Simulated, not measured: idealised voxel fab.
The document below concerns the process module designated voxel fin reveal.
Xsec cut, 245 nm wide, square cell size 5 nm.
Throughout this document, each cross-section is represented as a grid of square cells and is presented as a sequence of bands enumerated from the top downward, where a band comprises one or more rows of cells.
Top, bottom (nm), then materials left to right with widths (nm); lone material tagged "throughout" fills the whole band edge to edge; "blank" = empty space.
Heights are expressed relative to 0, this being the level below which the as-received wafer comprises one material exclusively. The lowest band is unbounded in the downward direction and is denoted as in "0 -> down".
Top row gets the first number, bottom row gets the second, and each row in between changes by the same step: that is how a band width like "30->40" works.
Take "stayed the same" at face value: in the step it is given for, the cross-section changed in none of its cells.
The entry "Completely sealed voids" lists the empty spaces that cover at least 8 cells and have no open path to the top. Each is written as width x height at distance, where the distance is measured from the left edge and all three values are in nm.
On a step's line, text after the settings is the simulator commenting on that step.
overlay nm: on a step with a mask, how far right of its planned place the mask lay; negative means left.
# The planned process steps are enumerated hereunder
step 1: RECEIVE (material Si)
step 2: CONFORMAL_DEP (material SiN; thk nm 10)
step 3: MASKED_ETCH (tone cover; mask id FINS; width nm 15; pitch nm 40; etch materials SiN; depth nm 10; overlay nm 0)
step 4: MASKED_ETCH (tone cover; mask id FINS; width nm 15; pitch nm 40; etch materials Si; depth nm 35; overlay nm 0)
step 5: OXIDIZE (depth nm 5)
step 6: FILL_DEP (material SiO2; thk nm 15)
step 7: CMP (height nm 0)
step 8: SELECTIVE_ETCH (etch materials SiO2; depth nm 20)
step 9: STRIP (etch materials SiN)
step 10: CONFORMAL_DEP (material HfO2; thk nm 5)
What sets these wafers apart? The height nm at step 7. They all start alike, and the plan carries the first wafer's value.
# Cross-section: the first of several wafers in its as-received state, i.e. following step 1
> 0 -> down = Si throughout
> Completely sealed voids: none
# Each row below is a wafer at the end of the module, listing for every material the number of cells it has gained (+) or lost (-) since it was received, followed by its closed voids
height nm 0; +81 HfO2; -360 Si; +180 SiO2; Completely sealed voids: none
height nm 5; +73 HfO2; -360 Si; +225 SiO2; Completely sealed voids: none
height nm 10; +65 HfO2; -360 Si; +270 SiO2; Completely sealed voids: none
height nm 15; +57 HfO2; -360 Si; +315 SiO2; Completely sealed voids: none
height nm 20; +49 HfO2; -360 Si; +360 SiO2; Completely sealed voids: none
height nm 25; +57 HfO2; -360 Si; +397 SiO2; Completely sealed voids: none
